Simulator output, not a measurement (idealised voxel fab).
This is a process module. Its name is voxel capacitor over wiring.
The width of the displayed cross-section, cut, is 295 nm; its cells are square, with a size of 5 nm.
Square cells in a grid make up a cross-section in this document, and the grid is given as bands, listed from the top down, each one or more rows of cells. Top height, bottom height, nm. Materials left to right, width each, nm. Single material + "edge to edge" = fills band edge to edge. "empty" = empty. Beneath 0, the wafer as received is one material, and that level is where height counting begins. The lowest band goes on downward without a bottom; it is written like "0 -> down". A width given as "30->40" starts at the first number in the band's top row and ends at the second number in its bottom row, shifting by an equal amount at every step from row to row. No cell of the cross-section changed in a step that is given as "nothing altered". In the "Unvented internal voids" entry, you get each enclosed empty space of 8 cells or more, one with no open way to the top, written width x height at distance, distance from the left edge, in nm. Formally, on a step line, whatever follows the settings is a remark that the simulator itself makes on the step. A step's line can hold "overlay nm"; with a mask on that step, the setting says how far right of the planned place the mask lay, while a negative setting says it lay to the left.

# The process steps that were planned are listed below
1,RECEIVE | material Si
2,CONFORMAL_DEP | material SiO2 | thk nm 10
3,CONFORMAL_DEP | material SiCN | thk nm 5
4,DIRECTIONAL_DEP | material SiO2 | thk nm 25
5,MASKED_ETCH | tone open | mask id METAL_1 | width nm 20 | pitch nm 85 | etch materials SiO2 | depth nm 25 | overlay nm 0
6,MASKED_ETCH | tone open | mask id METAL_1 | width nm 20 | pitch nm 85 | etch materials SiCN | depth nm 5 | overlay nm 0
7,CONFORMAL_DEP | material TiN | thk nm 5
8,FILL_DEP | material W | thk nm 5
9,CMP | height nm 40
10,CONFORMAL_DEP | material SiCN | thk nm 5
11,DIRECTIONAL_DEP | material lowk | thk nm 10
12,DIRECTIONAL_DEP | material aC | thk nm 10
13,PATTERN | tone open | mask id PLUG_1 | material resist | width nm 15 | thk nm 30 | overlay nm 0
14,DIRECTIONAL_ETCH | etch materials aC | depth nm 10
15,STRIP | etch materials resist
16,DIRECTIONAL_ETCH | etch materials lowk | depth nm 10
17,DIRECTIONAL_ETCH | etch materials SiCN | depth nm 5
18,STRIP | etch materials aC
19,EPI | material Ru | thk nm 10
20,EPI | material Ru | thk nm 5
21,DIRECTIONAL_DEP | material TiN | thk nm 10
22,DIRECTIONAL_DEP | material HfO2 | thk nm 5
23,DIRECTIONAL_DEP | material TiN | thk nm 5
24,MASKED_ETCH | tone cover | mask id UPPER_PLATE | width nm 70 | etch materials TiN | depth nm 5 | overlay nm 0
25,MASKED_ETCH | tone cover | mask id UPPER_PLATE | width nm 70 | etch materials HfO2 | depth nm 5 | overlay nm 0
26,MASKED_ETCH | tone cover | mask id LOWER_PLATE | width nm 80 | etch materials TiN | depth nm 10 | overlay nm 0
27,FILL_DEP | material SiO2 | thk nm 15
28,CMP | height nm 85
29,PATTERN | tone open | mask id PLUG_2 | material resist | width nm 15 | thk nm 20 | overlay nm 0
30,DIRECTIONAL_ETCH | etch materials SiO2 | depth nm 10
31,STRIP | etch materials resist
32,CONFORMAL_DEP | material TiN | thk nm 5
33,FILL_DEP | material Ru | thk nm 5
34,CMP | height nm 85
35,CONFORMAL_DEP | material SiCN | thk nm 5
Heads up: all these wafers start the same, and what changes between them is the thk nm in step 10. The value you see in the plan is just what the first wafer got.

# First of several wafers, received after step 1, in cross-section
  0 -> down = Si edge to edge
  Unvented internal voids: none

# wafer rows; end of module; cells per material since receipt: (+) gained, (-) lost; then closed voids
thk nm 5 | +14 HfO2 | +10 Ru | +166 SiCN | +661 SiO2 | +79 TiN | +20 W | +112 lowk | Unvented internal voids: none
thk nm 10 | +14 HfO2 | +225 SiCN | +613 SiO2 | +78 TiN | +20 W | +112 lowk | Unvented internal voids: none
thk nm 15 | +14 HfO2 | +284 SiCN | +556 SiO2 | +76 TiN | +20 W | +112 lowk | Unvented internal voids: none
thk nm 20 | +14 HfO2 | +343 SiCN | +508 SiO2 | +65 TiN | +20 W | +112 lowk | Unvented internal voids: none
